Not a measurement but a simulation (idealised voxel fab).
Process module under the name voxel self aligned vias
The width of the displayed cross-section, cut, is 275 nm; its cells are square, with a size of 5 nm.
If you're reading a cross-section in this doc, picture square cells in a grid; it comes to you as bands, top ones listed first down to the bottom, and a band can be one or more rows of cells.
Top height, bottom height, nm. Materials left to right, width each, nm. Single material + "full width" = fills band edge to edge. "air" = empty.
For the purposes of this specification, 0 denotes the height below which the wafer in its as-received condition is composed wholly of one material, and the lowermost band, lacking a lower limit, extends downward without end, as expressed in "from 0 down".
Per-row width for "30->40": begins at first number (top row of band), ends at second number (bottom row), increment between rows held constant.
Take "identical to before" at face value: in the step it is given for, the cross-section changed in none of its cells.
Empty spaces counting at least 8 cells and having no open way to the top are listed in "Enclosed void entries". The notation width x height at distance is used for each, the distance being from the left edge and all three values in nm.
Where a step's line continues beyond its settings, the continuation is a remark by the simulator itself on that step.
Regarding "overlay nm": on a step with a mask, it is the distance the mask lay to the right of its planned place; a negative value places it to the left.
-- Below is the list of planned process steps
- 1: RECEIVE, material Si
- 2: CONFORMAL_DEP, material SiO2, thk nm 10
- 3: CONFORMAL_DEP, material SiCN, thk nm 5
- 4: DIRECTIONAL_DEP, material lowk, thk nm 20
- 5: DIRECTIONAL_DEP, material aC, thk nm 15
- 6: PATTERN, tone open, mask id LINES, material resist, width nm 25, pitch nm 60, thk nm 35, overlay nm 0
- 7: DIRECTIONAL_ETCH, etch materials aC, depth nm 15
- 8: STRIP, etch materials resist
- 9: DIRECTIONAL_ETCH, etch materials lowk, depth nm 20
- 10: STRIP, etch materials aC
- 11: CONFORMAL_DEP, material TiN, thk nm 5
- 12: FILL_DEP, material W, thk nm 5
- 13: CMP, height nm 35
- 14: SELECTIVE_ETCH, etch materials W Ru TiN, depth nm 5
- 15: FILL_DEP, material SiN, thk nm 10
- 16: CMP, height nm 35
- 17: DIRECTIONAL_DEP, material lowk, thk nm 20
- 18: PATTERN, tone open, mask id VIAS, material resist, width nm 35, pitch nm 120, thk nm 20, overlay nm 0
- 19: DIRECTIONAL_ETCH, etch materials lowk, depth nm 20
- 20: DIRECTIONAL_ETCH, etch materials SiN, depth nm 5
- 21: STRIP, etch materials resist
- 22: CONFORMAL_DEP, material TiN, thk nm 5
- 23: FILL_DEP, material W, thk nm 10
- 24: CMP, height nm 55
- 25: CONFORMAL_DEP, material SiCN, thk nm 5
-- first wafer, as planned
-- Cross-section of the incoming wafer, state after step 1
* from 0 down | Si full width
* Enclosed void entries: none
-- After step 2: wafer cross-section
* from 10 to 0 | SiO2 full width
* Everything below 0 is unchanged.
-- After step 3: wafer cross-section
* from 15 to 10 | SiCN full width
* Everything below 10 is unchanged.
-- After step 4: wafer cross-section
* from 35 to 15 | lowk full width
* Everything below 15 is unchanged.
-- After step 5: wafer cross-section
* from 50 to 35 | aC full width
* Everything below 35 is unchanged.
-- After step 6: wafer cross-section
* from 85 to 50 | resist=65 / air=25 / resist=35 / air=25 / resist=35 / air=25 / resist=65
* Everything below 50 is unchanged.
-- After step 7: wafer cross-section
* from 70 to 50 | resist=65 / air=25 / resist=35 / air=25 / resist=35 / air=25 / resist=65
* from 50 to 35 | aC=65 / air=25 / aC=35 / air=25 / aC=35 / air=25 / aC=65
* Everything below 35 is unchanged.
-- After step 8: wafer cross-section
* from 50 to 35 | aC=65 / air=25 / aC=35 / air=25 / aC=35 / air=25 / aC=65
* Everything below 35 is unchanged.
-- After step 9: wafer cross-section
* from 50 to 35 | aC=65 / air=25 / aC=35 / air=25 / aC=35 / air=25 / aC=65
* from 35 to 15 | lowk=65 / air=25 / lowk=35 / air=25 / lowk=35 / air=25 / lowk=65
* Everything below 15 is unchanged.
-- After step 10: wafer cross-section
* from 35 to 15 | lowk=65 / air=25 / lowk=35 / air=25 / lowk=35 / air=25 / lowk=65
* Everything below 15 is unchanged.
-- After step 11: wafer cross-section
* from 40 to 35 | TiN=70 / air=15 / TiN=45 / air=15 / TiN=45 / air=15 / TiN=70
* from 35 to 20 | lowk=65 / TiN=5 / air=15 / TiN=5 / lowk=35 / TiN=5 / air=15 / TiN=5 / lowk=35 / TiN=5 / air=15 / TiN=5 / lowk=65
* from 20 to 15 | lowk=65 / TiN=25 / lowk=35 / TiN=25 / lowk=35 / TiN=25 / lowk=65
* Everything below 15 is unchanged.
-- After step 12: wafer cross-section
* from 45 to 40 | W full width
* from 40 to 35 | TiN=70 / W=15 / TiN=45 / W=15 / TiN=45 / W=15 / TiN=70
* from 35 to 20 | lowk=65 / TiN=5 / W=15 / TiN=5 / lowk=35 / TiN=5 / W=15 / TiN=5 / lowk=35 / TiN=5 / W=15 / TiN=5 / lowk=65
* Everything below 20 is unchanged.
-- After step 13: wafer cross-section
* from 35 to 20 | lowk=65 / TiN=5 / W=15 / TiN=5 / lowk=35 / TiN=5 / W=15 / TiN=5 / lowk=35 / TiN=5 / W=15 / TiN=5 / lowk=65
* Everything below 20 is unchanged.
-- After step 14: wafer cross-section
* from 35 to 30 | lowk=65 / air=25 / lowk=35 / air=25 / lowk=35 / air=25 / lowk=65
* Everything below 30 is unchanged.
-- After step 15: wafer cross-section
* from 45 to 35 | SiN full width
* from 35 to 30 | lowk=65 / SiN=25 / lowk=35 / SiN=25 / lowk=35 / SiN=25 / lowk=65
* Everything below 30 is unchanged.
-- After step 16: wafer cross-section
* from 35 to 30 | lowk=65 / SiN=25 / lowk=35 / SiN=25 / lowk=35 / SiN=25 / lowk=65
* Everything below 30 is unchanged.
-- After step 17: wafer cross-section
* from 55 to 35 | lowk full width
* Everything below 35 is unchanged.
-- After step 18: wafer cross-section
* from 75 to 55 | resist=60 / air=35 / resist=85 / air=35 / resist=60
* Everything below 55 is unchanged.
-- After step 19: wafer cross-section
* from 75 to 55 | resist=60 / air=35 / resist=85 / air=35 / resist=60
* from 55 to 35 | lowk=60 / air=35 / lowk=85 / air=35 / lowk=60
* Everything below 35 is unchanged.
-- After step 20: wafer cross-section
* from 75 to 55 | resist=60 / air=35 / resist=85 / air=35 / resist=60
* from 55 to 35 | lowk=60 / air=35 / lowk=85 / air=35 / lowk=60
* from 35 to 30 | lowk=65 / air=25 / lowk=35 / SiN=25 / lowk=35 / air=25 / lowk=65
* Everything below 30 is unchanged.
-- After step 21: wafer cross-section
* from 55 to 35 | lowk=60 / air=35 / lowk=85 / air=35 / lowk=60
* Everything below 35 is unchanged.
-- After step 22: wafer cross-section
* from 60 to 55 | TiN=65 / air=25 / TiN=95 / air=25 / TiN=65
* from 55 to 40 | lowk=60 / TiN=5 / air=25 / TiN=5 / lowk=85 / TiN=5 / air=25 / TiN=5 / lowk=60
* from 40 to 35 | lowk=60 / TiN=10 / air=15 / TiN=10 / lowk=85 / TiN=10 / air=15 / TiN=10 / lowk=60
* from 35 to 30 | lowk=65 / TiN=25 / lowk=35 / SiN=25 / lowk=35 / TiN=25 / lowk=65
* Everything below 30 is unchanged.
-- After step 23: wafer cross-section
* from 70 to 60 | W full width
* from 60 to 55 | TiN=65 / W=25 / TiN=95 / W=25 / TiN=65
* from 55 to 40 | lowk=60 / TiN=5 / W=25 / TiN=5 / lowk=85 / TiN=5 / W=25 / TiN=5 / lowk=60
* from 40 to 35 | lowk=60 / TiN=10 / W=15 / TiN=10 / lowk=85 / TiN=10 / W=15 / TiN=10 / lowk=60
* Everything below 35 is unchanged.
-- After step 24: wafer cross-section
* from 55 to 40 | lowk=60 / TiN=5 / W=25 / TiN=5 / lowk=85 / TiN=5 / W=25 / TiN=5 / lowk=60
* Everything below 40 is unchanged.
-- After step 25: wafer cross-section
* from 60 to 55 | SiCN full width
* Everything below 55 is unchanged.
-- Second wafer: same start and same plan as the first, one execution error; identical to the first through step 17
-- Second wafer, cut view, end of step 18 per plan
* from 75 to 55 | resist=65 / air=35 / resist=85 / air=35 / resist=55
* Everything below 55 is unchanged.
-- Second wafer, cut view, end of step 19 per plan
* from 75 to 55 | resist=65 / air=35 / resist=85 / air=35 / resist=55
* from 55 to 35 | lowk=65 / air=35 / lowk=85 / air=35 / lowk=55
* Everything below 35 is unchanged.
-- Second wafer, cut view, end of step 20 per plan
* from 75 to 55 | resist=65 / air=35 / resist=85 / air=35 / resist=55
* from 55 to 35 | lowk=65 / air=35 / lowk=85 / air=35 / lowk=55
* from 35 to 30 | lowk=65 / air=25 / lowk=35 / SiN=25 / lowk=35 / air=25 / lowk=65
* Everything below 30 is unchanged.
-- Second wafer, cut view, end of step 21 per plan
* from 55 to 35 | lowk=65 / air=35 / lowk=85 / air=35 / lowk=55
* Everything below 35 is unchanged.
-- Second wafer, cut view, end of step 22 per plan
* from 60 to 55 | TiN=70 / air=25 / TiN=95 / air=25 / TiN=60
* from 55 to 40 | lowk=65 / TiN=5 / air=25 / TiN=5 / lowk=85 / TiN=5 / air=25 / TiN=5 / lowk=55
* from 40 to 35 | lowk=65 / TiN=5 / air=15 / TiN=15 / lowk=85 / TiN=5 / air=15 / TiN=15 / lowk=55
* from 35 to 30 | lowk=65 / TiN=25 / lowk=35 / SiN=25 / lowk=35 / TiN=25 / lowk=65
* Everything below 30 is unchanged.
-- Second wafer, cut view, end of step 23 per plan
* from 70 to 60 | W full width
* from 60 to 55 | TiN=70 / W=25 / TiN=95 / W=25 / TiN=60
* from 55 to 40 | lowk=65 / TiN=5 / W=25 / TiN=5 / lowk=85 / TiN=5 / W=25 / TiN=5 / lowk=55
* from 40 to 35 | lowk=65 / TiN=5 / W=15 / TiN=15 / lowk=85 / TiN=5 / W=15 / TiN=15 / lowk=55
* Everything below 35 is unchanged.
-- Second wafer, cut view, end of step 24 per plan
* from 55 to 40 | lowk=65 / TiN=5 / W=25 / TiN=5 / lowk=85 / TiN=5 / W=25 / TiN=5 / lowk=55
* Everything below 40 is unchanged.
-- Second wafer, cut view, end of step 25 per plan
* from 60 to 55 | SiCN full width
* Everything below 55 is unchanged.
What was done differently from what was planned? off-plan run, step 18, actual operation and settings PATTERN, tone open, mask id VIAS, material resist, width nm 35, pitch nm 120, thk nm 20, overlay nm 5
When the process is done, the second wafer contains the same cell count of every material as the first wafer, but distributed over other locations.
